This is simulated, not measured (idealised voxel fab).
Process module name: voxel plated lines
For reference, the cross-section in this document is cut, with width 210 nm and square cells of 5 nm.
Cross-section layout: square cells on a grid; listed as bands, top to bottom; a band spans one or more cell rows.
Read a band's entry like this: the first values are the height of its top and the height of its bottom in nm, and what follows is the sequence of materials from left to right, each with its width in nm. Note that "blank" is empty space, and that a single material marked "full width" reaches across the band from edge to edge.
Measure heights from 0. That's the level where, below it, the as-received wafer is all one material. The lowest band is bottomless and extends downward; write it as in "from 0 down".
Think of "30 to 40" as a width that walks from the first number to the second as you go down the band, top row to bottom row, taking equal-sized steps from row to row.
Key: "no alterations made" - step with no changed cell in the cross-section.
Empty spaces without an open route to the top, at least 8 cells in extent, make up the entry "Completely enclosed voids"; each is given as width x height at distance, where the distance is measured from the left edge, and all are in nm.
Formally, on a step line, whatever follows the settings is a remark that the simulator itself makes on the step.
What "overlay nm" on a step's line means: if the step has a mask, that mask lay this far to the right of its planned place, or, when the value is negative, to the left.
In what follows, pairs of cross-sections are presented, each taken before and after one process step, with the after cross-section shown only down to the lowest band that was altered; the step, together with its settings, is stated below the pair. The pairs may stem from different runs of this module on the same starting wafer; accordingly, a pair should be taken as continuing from the one above it solely where its entry headed "Before processing step" indicates as much.
# Before processing step
	from 0 down: Si full width
	Completely enclosed voids: none
# Section After Processing
	from 10 to 0: Al2O3 full width
	Heights below 0 show no change.
	Completely enclosed voids: none
Applied between the two views above: CONFORMAL_DEP with material Al2O3, thk nm 10
Before processing step: just use the after drawing of the pair above as your starting point.
# Section After Processing
	from 15 to 10: TiN full width
	Heights below 10 show no change.
	Completely enclosed voids: none
Applied between the two views above: DIRECTIONAL_DEP with material TiN, thk nm 5
Before processing step: just use the after drawing of the pair above as your starting point.
# Section After Processing
	from 55 to 15: resist: 70; blank: 25; resist: 15; blank: 25; resist: 75
	Heights below 15 show no change.
	Completely enclosed voids: none
Applied between the two views above: PATTERN with tone open, mask id LINES, material resist, width nm 25, pitch nm 40, thk nm 40, overlay nm 0
Before processing step: just use the after drawing of the pair above as your starting point.
# Section After Processing
	from 55 to 25: resist: 70; blank: 25; resist: 15; blank: 25; resist: 75
	from 25 to 15: resist: 70; Ru: 25; resist: 15; Ru: 25; resist: 75
	Heights below 15 show no change.
	Completely enclosed voids: none
Applied between the two views above: EPI with material Ru, thk nm 10
Before processing step: just use the after drawing of the pair above as your starting point.
# Section After Processing
	from 55 to 35: resist: 70; blank: 25; resist: 15; blank: 25; resist: 75
	from 35 to 15: resist: 70; Ru: 25; resist: 15; Ru: 25; resist: 75
	Heights below 15 show no change.
	Completely enclosed voids: none
Applied between the two views above: EPI with material Ru, thk nm 10
Before processing step: just use the after drawing of the pair above as your starting point.
# Section After Processing
	from 55 to 45: resist: 70; blank: 25; resist: 15; blank: 25; resist: 75
	from 45 to 15: resist: 70; Ru: 25; resist: 15; Ru: 25; resist: 75
	Heights below 15 show no change.
	Completely enclosed voids: none
Applied between the two views above: EPI with material Ru, thk nm 10
Before processing step: just use the after drawing of the pair above as your starting point.
# Section After Processing
	from 45 to 15: blank: 70; Ru: 25; blank: 15; Ru: 25; blank: 75
	Heights below 15 show no change.
	Completely enclosed voids: none
Applied between the two views above: STRIP with etch materials resist
Before processing step: just use the after drawing of the pair above as your starting point.
# Section After Processing
	from 45 to 15: blank: 70; Ru: 25; blank: 15; Ru: 25; blank: 75
	from 15 to 10: blank: 70; TiN: 25; blank: 15; TiN: 25; blank: 75
	Heights below 10 show no change.
	Completely enclosed voids: none
Applied between the two views above: DIRECTIONAL_ETCH with etch materials TiN, depth nm 5
Before processing step: just use the after drawing of the pair above as your starting point.
# Section After Processing
	from 55 to 45: blank: 60; SiN: 85; blank: 65
	from 45 to 20: blank: 60; SiN: 10; Ru: 25; SiN: 15; Ru: 25; SiN: 10; blank: 65
	from 20 to 15: SiN: 70; Ru: 25; SiN: 15; Ru: 25; SiN: 75
	from 15 to 10: SiN: 70; TiN: 25; SiN: 15; TiN: 25; SiN: 75
	Heights below 10 show no change.
	Completely enclosed voids: none
Applied between the two views above: CONFORMAL_DEP with material SiN, thk nm 10
# Before processing step
	from 0 down: Si full width
	Completely enclosed voids: none
# Section After Processing
	from 5 to 0: TiN full width
	Heights below 0 show no change.
	Completely enclosed voids: none
Applied between the two views above: DIRECTIONAL_DEP with material TiN, thk nm 5
Before processing step: just use the after drawing of the pair above as your starting point.
# Section After Processing
	from 45 to 5: resist: 70; blank: 25; resist: 15; blank: 25; resist: 75
	Heights below 5 show no change.
	Completely enclosed voids: none
Applied between the two views above: PATTERN with tone open, mask id LINES, material resist, width nm 25, pitch nm 40, thk nm 40, overlay nm 0
Before processing step: just use the after drawing of the pair above as your starting point.
# Section After Processing
	from 45 to 15: resist: 70; blank: 25; resist: 15; blank: 25; resist: 75
	from 15 to 5: resist: 70; Ru: 25; resist: 15; Ru: 25; resist: 75
	Heights below 5 show no change.
	Completely enclosed voids: none
Applied between the two views above: EPI with material Ru, thk nm 10
Before processing step: just use the after drawing of the pair above as your starting point.
# Section After Processing
	from 45 to 25: resist: 70; blank: 25; resist: 15; blank: 25; resist: 75
	from 25 to 5: resist: 70; Ru: 25; resist: 15; Ru: 25; resist: 75
	Heights below 5 show no change.
	Completely enclosed voids: none
Applied between the two views above: EPI with material Ru, thk nm 10
Before processing step: just use the after drawing of the pair above as your starting point.
# Section After Processing
	from 45 to 35: resist: 70; blank: 25; resist: 15; blank: 25; resist: 75
	from 35 to 5: resist: 70; Ru: 25; resist: 15; Ru: 25; resist: 75
	Heights below 5 show no change.
	Completely enclosed voids: none
Applied between the two views above: EPI with material Ru, thk nm 10
Before processing step: just use the after drawing of the pair above as your starting point.
# Section After Processing
	from 35 to 5: blank: 70; Ru: 25; blank: 15; Ru: 25; blank: 75
	Heights below 5 show no change.
	Completely enclosed voids: none
Applied between the two views above: STRIP with etch materials resist
Before processing step: just use the after drawing of the pair above as your starting point.
# Section After Processing
	from 35 to 5: blank: 70; Ru: 25; blank: 15; Ru: 25; blank: 75
	from 5 to 0: blank: 70; TiN: 25; blank: 15; TiN: 25; blank: 75
	Heights below 0 show no change.
	Completely enclosed voids: none
Applied between the two views above: DIRECTIONAL_ETCH with etch materials TiN, depth nm 5
Before processing step: just use the after drawing of the pair above as your starting point.
# Section After Processing
	from 45 to 35: blank: 60; SiN: 85; blank: 65
	from 35 to 10: blank: 60; SiN: 10; Ru: 25; SiN: 15; Ru: 25; SiN: 10; blank: 65
	from 10 to 5: SiN: 70; Ru: 25; SiN: 15; Ru: 25; SiN: 75
	from 5 to 0: SiN: 70; TiN: 25; SiN: 15; TiN: 25; SiN: 75
	Heights below 0 show no change.
	Completely enclosed voids: none
Applied between the two views above: CONFORMAL_DEP with material SiN, thk nm 10
# Before processing step
	from 55 to 45: resist: 70; blank: 25; resist: 15; blank: 25; resist: 75
	from 45 to 15: resist: 70; Ru: 25; resist: 15; Ru: 25; resist: 75
	from 15 to 10: TiN full width
	from 10 to 0: Al2O3 full width
	from 0 down: Si full width
	Completely enclosed voids: none
# Section After Processing
	from 55 to 15: resist: 70; Ru: 25; resist: 15; Ru: 25; resist: 75
	Heights below 15 show no change.
	Completely enclosed voids: none
Applied between the two views above: EPI with material Ru, thk nm 10
Before processing step: just use the after drawing of the pair above as your starting point.
# Section After Processing
	from 55 to 15: blank: 70; Ru: 25; blank: 15; Ru: 25; blank: 75
	Heights below 15 show no change.
	Completely enclosed voids: none
Applied between the two views above: STRIP with etch materials resist
Before processing step: just use the after drawing of the pair above as your starting point.
# Section After Processing
	from 55 to 15: blank: 70; Ru: 25; blank: 15; Ru: 25; blank: 75
	from 15 to 10: blank: 70; TiN: 25; blank: 15; TiN: 25; blank: 75
	Heights below 10 show no change.
	Completely enclosed voids: none
Applied between the two views above: DIRECTIONAL_ETCH with etch materials TiN, depth nm 5
Before processing step: just use the after drawing of the pair above as your starting point.
# Section After Processing
	from 65 to 55: blank: 60; SiN: 85; blank: 65
	from 55 to 20: blank: 60; SiN: 10; Ru: 25; SiN: 15; Ru: 25; SiN: 10; blank: 65
	from 20 to 15: SiN: 70; Ru: 25; SiN: 15; Ru: 25; SiN: 75
	from 15 to 10: SiN: 70; TiN: 25; SiN: 15; TiN: 25; SiN: 75
	Heights below 10 show no change.
	Completely enclosed voids: none
Applied between the two views above: CONFORMAL_DEP with material SiN, thk nm 10
# Before processing step
	from 5 to 0: TiN full width
	from 0 down: Si full width
	Completely enclosed voids: none
# Section After Processing
	from 15 to 5: Al2O3 full width
	Heights below 5 show no change.
	Completely enclosed voids: none
Applied between the two views above: CONFORMAL_DEP with material Al2O3, thk nm 10
Before processing step: just use the after drawing of the pair above as your starting point.
# Section After Processing
	from 55 to 15: resist: 70; blank: 25; resist: 15; blank: 25; resist: 75
	Heights below 15 show no change.
	Completely enclosed voids: none
Applied between the two views above: PATTERN with tone open, mask id LINES, material resist, width nm 25, pitch nm 40, thk nm 40, overlay nm 0
Before processing step: just use the after drawing of the pair above as your starting point.
# Section After Processing
	from 15 to 5: Al2O3 full width
	Heights below 5 show no change.
	Completely enclosed voids: none
Applied between the two views above: STRIP with etch materials resist
Before processing step: just use the after drawing of the pair above as your starting point.
# Section After Processing
	from 25 to 15: SiN full width
	Heights below 15 show no change.
	Completely enclosed voids: none
Applied between the two views above: CONFORMAL_DEP with material SiN, thk nm 10
# Before processing step
	from 0 down: Si full width
	Completely enclosed voids: none
# Section After Processing
	from 15 to 0: Al2O3 full width
	Heights below 0 show no change.
	Completely enclosed voids: none
Applied between the two views above: CONFORMAL_DEP with material Al2O3, thk nm 15
Before processing step: just use the after drawing of the pair above as your starting point.
# Section After Processing
	from 20 to 15: TiN full width
	Heights below 15 show no change.
	Completely enclosed voids: none
Applied between the two views above: DIRECTIONAL_DEP with material TiN, thk nm 5
Before processing step: just use the after drawing of the pair above as your starting point.
# Section After Processing
	from 60 to 20: resist: 70; blank: 25; resist: 15; blank: 25; resist: 75
	Heights below 20 show no change.
	Completely enclosed voids: none
Applied between the two views above: PATTERN with tone open, mask id LINES, material resist, width nm 25, pitch nm 40, thk nm 40, overlay nm 0
Before processing step: just use the after drawing of the pair above as your starting point.
# Section After Processing
	from 60 to 30: resist: 70; blank: 25; resist: 15; blank: 25; resist: 75
	from 30 to 20: resist: 70; Ru: 25; resist: 15; Ru: 25; resist: 75
	Heights below 20 show no change.
	Completely enclosed voids: none
Applied between the two views above: EPI with material Ru, thk nm 10
Before processing step: just use the after drawing of the pair above as your starting point.
# Section After Processing
	from 60 to 40: resist: 70; blank: 25; resist: 15; blank: 25; resist: 75
	from 40 to 20: resist: 70; Ru: 25; resist: 15; Ru: 25; resist: 75
	Heights below 20 show no change.
	Completely enclosed voids: none
Applied between the two views above: EPI with material Ru, thk nm 10
Before processing step: just use the after drawing of the pair above as your starting point.
# Section After Processing
	from 60 to 50: resist: 70; blank: 25; resist: 15; blank: 25; resist: 75
	from 50 to 20: resist: 70; Ru: 25; resist: 15; Ru: 25; resist: 75
	Heights below 20 show no change.
	Completely enclosed voids: none
Applied between the two views above: EPI with material Ru, thk nm 10
Before processing step: just use the after drawing of the pair above as your starting point.
# Section After Processing
	from 50 to 20: blank: 70; Ru: 25; blank: 15; Ru: 25; blank: 75
	Heights below 20 show no change.
	Completely enclosed voids: none
Applied between the two views above: STRIP with etch materials resist
Before processing step: just use the after drawing of the pair above as your starting point.
# Section After Processing
	from 50 to 20: blank: 70; Ru: 25; blank: 15; Ru: 25; blank: 75
	from 20 to 15: blank: 70; TiN: 25; blank: 15; TiN: 25; blank: 75
	Heights below 15 show no change.
	Completely enclosed voids: none
Applied between the two views above: DIRECTIONAL_ETCH with etch materials TiN, depth nm 5
Before processing step: just use the after drawing of the pair above as your starting point.
# Section After Processing
	from 60 to 50: blank: 60; SiN: 85; blank: 65
	from 50 to 25: blank: 60; SiN: 10; Ru: 25; SiN: 15; Ru: 25; SiN: 10; blank: 65
	from 25 to 20: SiN: 70; Ru: 25; SiN: 15; Ru: 25; SiN: 75
	from 20 to 15: SiN: 70; TiN: 25; SiN: 15; TiN: 25; SiN: 75
	Heights below 15 show no change.
	Completely enclosed voids: none
Applied between the two views above: CONFORMAL_DEP with material SiN, thk nm 10
# Before processing step
	from 15 to 10: TiN full width
	from 10 to 0: Al2O3 full width
	from 0 down: Si full width
	Completely enclosed voids: none
# Section After Processing
	from 55 to 15: resist: 75; blank: 15; resist: 25; blank: 15; resist: 80
	Heights below 15 show no change.
	Completely enclosed voids: none
Applied between the two views above: PATTERN with tone open, mask id LINES, material resist, width nm 15, pitch nm 40, thk nm 40, overlay nm 0
Before processing step: just use the after drawing of the pair above as your starting point.
# Section After Processing
	from 55 to 25: resist: 75; blank: 15; resist: 25; blank: 15; resist: 80
	from 25 to 15: resist: 75; Ru: 15; resist: 25; Ru: 15; resist: 80
	Heights below 15 show no change.
	Completely enclosed voids: none
Applied between the two views above: EPI with material Ru, thk nm 10
Before processing step: just use the after drawing of the pair above as your starting point.
# Section After Processing
	from 55 to 35: resist: 75; blank: 15; resist: 25; blank: 15; resist: 80
	from 35 to 15: resist: 75; Ru: 15; resist: 25; Ru: 15; resist: 80
	Heights below 15 show no change.
	Completely enclosed voids: none
Applied between the two views above: EPI with material Ru, thk nm 10
Before processing step: just use the after drawing of the pair above as your starting point.
# Section After Processing
	from 55 to 45: resist: 75; blank: 15; resist: 25; blank: 15; resist: 80
	from 45 to 15: resist: 75; Ru: 15; resist: 25; Ru: 15; resist: 80
	Heights below 15 show no change.
	Completely enclosed voids: none
Applied between the two views above: EPI with material Ru, thk nm 10
Before processing step: just use the after drawing of the pair above as your starting point.
# Section After Processing
	from 45 to 15: blank: 75; Ru: 15; blank: 25; Ru: 15; blank: 80
	Heights below 15 show no change.
	Completely enclosed voids: none
Applied between the two views above: STRIP with etch materials resist
Before processing step: just use the after drawing of the pair above as your starting point.
# Section After Processing
	from 45 to 15: blank: 75; Ru: 15; blank: 25; Ru: 15; blank: 80
	from 15 to 10: blank: 75; TiN: 15; blank: 25; TiN: 15; blank: 80
	Heights below 10 show no change.
	Completely enclosed voids: none
Applied between the two views above: DIRECTIONAL_ETCH with etch materials TiN, depth nm 5
Before processing step: just use the after drawing of the pair above as your starting point.
# Section After Processing
	from 55 to 45: blank: 65; SiN: 35; blank: 5; SiN: 35; blank: 70
	from 45 to 20: blank: 65; SiN: 10; Ru: 15; SiN: 10; blank: 5; SiN: 10; Ru: 15; SiN: 10; blank: 70
	from 20 to 15: SiN: 75; Ru: 15; SiN: 25; Ru: 15; SiN: 80
	from 15 to 10: SiN: 75; TiN: 15; SiN: 25; TiN: 15; SiN: 80
	Heights below 10 show no change.
	Completely enclosed voids: none
Applied between the two views above: CONFORMAL_DEP with material SiN, thk nm 10
# Before processing step
	from 15 to 10: TiN full width
	from 10 to 0: Al2O3 full width
	from 0 down: Si full width
	Completely enclosed voids: none
# Section After Processing
	from 55 to 15: resist: 75; blank: 25; resist: 15; blank: 25; resist: 70
	Heights below 15 show no change.
	Completely enclosed voids: none
Applied between the two views above: PATTERN with tone open, mask id LINES, material resist, width nm 25, pitch nm 40, thk nm 40, overlay nm 5
Before processing step: just use the after drawing of the pair above as your starting point.
# Section After Processing
	from 55 to 25: resist: 75; blank: 25; resist: 15; blank: 25; resist: 70
	from 25 to 15: resist: 75; Ru: 25; resist: 15; Ru: 25; resist: 70
	Heights below 15 show no change.
	Completely enclosed voids: none
Applied between the two views above: EPI with material Ru, thk nm 10
Before processing step: just use the after drawing of the pair above as your starting point.
# Section After Processing
	from 55 to 35: resist: 75; blank: 25; resist: 15; blank: 25; resist: 70
	from 35 to 15: resist: 75; Ru: 25; resist: 15; Ru: 25; resist: 70
	Heights below 15 show no change.
	Completely enclosed voids: none
Applied between the two views above: EPI with material Ru, thk nm 10
Before processing step: just use the after drawing of the pair above as your starting point.
# Section After Processing
	from 55 to 45: resist: 75; blank: 25; resist: 15; blank: 25; resist: 70
	from 45 to 15: resist: 75; Ru: 25; resist: 15; Ru: 25; resist: 70
	Heights below 15 show no change.
	Completely enclosed voids: none
Applied between the two views above: EPI with material Ru, thk nm 10
Before processing step: just use the after drawing of the pair above as your starting point.
# Section After Processing
	from 45 to 15: blank: 75; Ru: 25; blank: 15; Ru: 25; blank: 70
	Heights below 15 show no change.
	Completely enclosed voids: none
Applied between the two views above: STRIP with etch materials resist
Before processing step: just use the after drawing of the pair above as your starting point.
# Section After Processing
	from 45 to 15: blank: 75; Ru: 25; blank: 15; Ru: 25; blank: 70
	from 15 to 10: blank: 75; TiN: 25; blank: 15; TiN: 25; blank: 70
	Heights below 10 show no change.
	Completely enclosed voids: none
Applied between the two views above: DIRECTIONAL_ETCH with etch materials TiN, depth nm 5
Before processing step: just use the after drawing of the pair above as your starting point.
# Section After Processing
	from 55 to 45: blank: 65; SiN: 85; blank: 60
	from 45 to 20: blank: 65; SiN: 10; Ru: 25; SiN: 15; Ru: 25; SiN: 10; blank: 60
	from 20 to 15: SiN: 75; Ru: 25; SiN: 15; Ru: 25; SiN: 70
	from 15 to 10: SiN: 75; TiN: 25; SiN: 15; TiN: 25; SiN: 70
	Heights below 10 show no change.
	Completely enclosed voids: none
Applied between the two views above: CONFORMAL_DEP with material SiN, thk nm 10
# Before processing step
	from 0 down: Si full width
	Completely enclosed voids: none
# Section After Processing
	from 10 to 0: Ru full width
	Heights below 0 show no change.
	Completely enclosed voids: none
Applied between the two views above: CONFORMAL_DEP with material Ru, thk nm 10
Before processing step: just use the after drawing of the pair above as your starting point.
# Section After Processing
	from 15 to 10: TiN full width
	Heights below 10 show no change.
	Completely enclosed voids: none
Applied between the two views above: DIRECTIONAL_DEP with material TiN, thk nm 5
Before processing step: just use the after drawing of the pair above as your starting point.
# Section After Processing
	from 55 to 15: resist: 70; blank: 25; resist: 15; blank: 25; resist: 75
	Heights below 15 show no change.
	Completely enclosed voids: none
Applied between the two views above: PATTERN with tone open, mask id LINES, material resist, width nm 25, pitch nm 40, thk nm 40, overlay nm 0
Before processing step: just use the after drawing of the pair above as your starting point.
# Section After Processing
	from 55 to 25: resist: 70; blank: 25; resist: 15; blank: 25; resist: 75
	from 25 to 15: resist: 70; Ru: 25; resist: 15; Ru: 25; resist: 75
	Heights below 15 show no change.
	Completely enclosed voids: none
Applied between the two views above: EPI with material Ru, thk nm 10
Before processing step: just use the after drawing of the pair above as your starting point.
# Section After Processing
	from 55 to 35: resist: 70; blank: 25; resist: 15; blank: 25; resist: 75
	from 35 to 15: resist: 70; Ru: 25; resist: 15; Ru: 25; resist: 75
	Heights below 15 show no change.
	Completely enclosed voids: none
Applied between the two views above: EPI with material Ru, thk nm 10
Before processing step: just use the after drawing of the pair above as your starting point.
# Section After Processing
	from 55 to 45: resist: 70; blank: 25; resist: 15; blank: 25; resist: 75
	from 45 to 15: resist: 70; Ru: 25; resist: 15; Ru: 25; resist: 75
	Heights below 15 show no change.
	Completely enclosed voids: none
Applied between the two views above: EPI with material Ru, thk nm 10
Before processing step: just use the after drawing of the pair above as your starting point.
# Section After Processing
	from 45 to 15: blank: 70; Ru: 25; blank: 15; Ru: 25; blank: 75
	Heights below 15 show no change.
	Completely enclosed voids: none
Applied between the two views above: STRIP with etch materials resist
Before processing step: just use the after drawing of the pair above as your starting point.
# Section After Processing
	from 45 to 15: blank: 70; Ru: 25; blank: 15; Ru: 25; blank: 75
	from 15 to 10: blank: 70; TiN: 25; blank: 15; TiN: 25; blank: 75
	Heights below 10 show no change.
	Completely enclosed voids: none
Applied between the two views above: DIRECTIONAL_ETCH with etch materials TiN, depth nm 5
Before processing step: just use the after drawing of the pair above as your starting point.
# Section After Processing
	from 55 to 45: blank: 60; SiN: 85; blank: 65
	from 45 to 20: blank: 60; SiN: 10; Ru: 25; SiN: 15; Ru: 25; SiN: 10; blank: 65
	from 20 to 15: SiN: 70; Ru: 25; SiN: 15; Ru: 25; SiN: 75
	from 15 to 10: SiN: 70; TiN: 25; SiN: 15; TiN: 25; SiN: 75
	Heights below 10 show no change.
	Completely enclosed voids: none
Applied between the two views above: CONFORMAL_DEP with material SiN, thk nm 10
# Before processing step
	from 15 to 10: TiN full width
	from 10 to 0: Al2O3 full width
	from 0 down: Si full width
	Completely enclosed voids: none
# Section After Processing
	from 55 to 15: blank: 70; resist: 25; blank: 15; resist: 25; blank: 75
	Heights below 15 show no change.
	Completely enclosed voids: none
Applied between the two views above: PATTERN with tone cover, mask id LINES, material resist, width nm 25, pitch nm 40, thk nm 40, overlay nm 0
Before processing step: just use the after drawing of the pair above as your starting point.
# Section After Processing
	from 55 to 25: blank: 70; resist: 25; blank: 15; resist: 25; blank: 75
	from 25 to 15: Ru: 70; resist: 25; Ru: 15; resist: 25; Ru: 75
	Heights below 15 show no change.
	Completely enclosed voids: none
Applied between the two views above: EPI with material Ru, thk nm 10
Before processing step: just use the after drawing of the pair above as your starting point.
# Section After Processing
	from 55 to 35: blank: 70; resist: 25; blank: 15; resist: 25; blank: 75
	from 35 to 15: Ru: 70; resist: 25; Ru: 15; resist: 25; Ru: 75
	Heights below 15 show no change.
	Completely enclosed voids: none
Applied between the two views above: EPI with material Ru, thk nm 10
Before processing step: just use the after drawing of the pair above as your starting point.
# Section After Processing
	from 55 to 45: blank: 70; resist: 25; blank: 15; resist: 25; blank: 75
	from 45 to 15: Ru: 70; resist: 25; Ru: 15; resist: 25; Ru: 75
	Heights below 15 show no change.
	Completely enclosed voids: none
Applied between the two views above: EPI with material Ru, thk nm 10
Before processing step: just use the after drawing of the pair above as your starting point.
# Section After Processing
	from 45 to 15: Ru: 70; blank: 25; Ru: 15; blank: 25; Ru: 75
	Heights below 15 show no change.
	Completely enclosed voids: none
Applied between the two views above: STRIP with etch materials resist
Before processing step: just use the after drawing of the pair above as your starting point.
# Section After Processing
	from 45 to 15: Ru: 70; blank: 25; Ru: 15; blank: 25; Ru: 75
	from 15 to 10: TiN: 70; blank: 25; TiN: 15; blank: 25; TiN: 75
	Heights below 10 show no change.
	Completely enclosed voids: none
Applied between the two views above: DIRECTIONAL_ETCH with etch materials TiN, depth nm 5
Before processing step: just use the after drawing of the pair above as your starting point.
# Section After Processing
	from 55 to 45: SiN: 80; blank: 5; SiN: 35; blank: 5; SiN: 85
	from 45 to 20: Ru: 70; SiN: 10; blank: 5; SiN: 10; Ru: 15; SiN: 10; blank: 5; SiN: 10; Ru: 75
	from 20 to 15: Ru: 70; SiN: 25; Ru: 15; SiN: 25; Ru: 75
	from 15 to 10: TiN: 70; SiN: 25; TiN: 15; SiN: 25; TiN: 75
	Heights below 10 show no change.
	Completely enclosed voids: none
Applied between the two views above: CONFORMAL_DEP with material SiN, thk nm 10
